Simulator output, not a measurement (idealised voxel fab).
process module | voxel spacer lines
cross-section cut | 260 nm wide | cells 5 nm
A cross-section is a grid of square cells, given in bands from the top down. A band is one or more rows of cells.
Each band's line starts with the height of the band's top and of its bottom, in nm. Then come its materials from left to right, each with its width in nm. One material with "throughout" fills the band from edge to edge. "air" is empty space.
Height 0 is the level under which the wafer as received is all one material. The lowest band goes on downwards, as in "0 down".
A width such as "30 to 40" changes by the same amount from each row of cells to the next, from the band's top row to its bottom row.
"no change" after a step means that no cell of the cross-section changed.
closed voids: empty space of 8 cells or more with no open way to the top, each as width x height at its distance from the left edge, in nm
after a step's settings: what the simulator itself notes on the step
overlay nm, on a step with a mask: how far to the right of its planned place the mask lay; to the left if negative
plan
1 op RECEIVE | material Si
2 op CONFORMAL_DEP | material SiO2 | thk nm 5
3 op DIRECTIONAL_DEP | material TiN | thk nm 15
4 op DIRECTIONAL_DEP | material aC | thk nm 25
5 op PATTERN | tone cover | mask id MANDREL | material resist | width nm 25 | pitch nm 80 | thk nm 35 | overlay nm 0
6 op DIRECTIONAL_ETCH | etch materials aC | depth nm 25
7 op STRIP | etch materials resist
8 op CONFORMAL_DEP | material SiN | thk nm 15
9 op DIRECTIONAL_ETCH | etch materials SiN | depth nm 15
10 op STRIP | etch materials aC
11 op DIRECTIONAL_ETCH | etch materials TiN | depth nm 15
12 op STRIP | etch materials SiN
as received, after step 1
  0 down: Si throughout
  closed voids: none
first wafer at the end, as planned
  20 to 5: air 20 | TiN 15 | air 25 | TiN 15 | air 25 | TiN 15 | air 25 | TiN 15 | air 25 | TiN 15 | air 25 | TiN 15 | air 25
  5 to 0: SiO2 throughout
  0 down: Si throughout
  closed voids: none
second wafer at the end: like start, like plan, one mistake
  20 to 5: air 25 | TiN 15 | air 20 | TiN 15 | air 30 | TiN 15 | air 20 | TiN 15 | air 30 | TiN 15 | air 20 | TiN 15 | air 25
  5 to 0: SiO2 throughout
  0 down: Si throughout
  closed voids: none
what went wrong: step 5 ran as: op PATTERN | tone cover | mask id MANDREL | material resist | width nm 20 | pitch nm 80 | thk nm 35 | overlay nm 0
at the end the second wafer has, in cells: as many of each material as the first, in other places
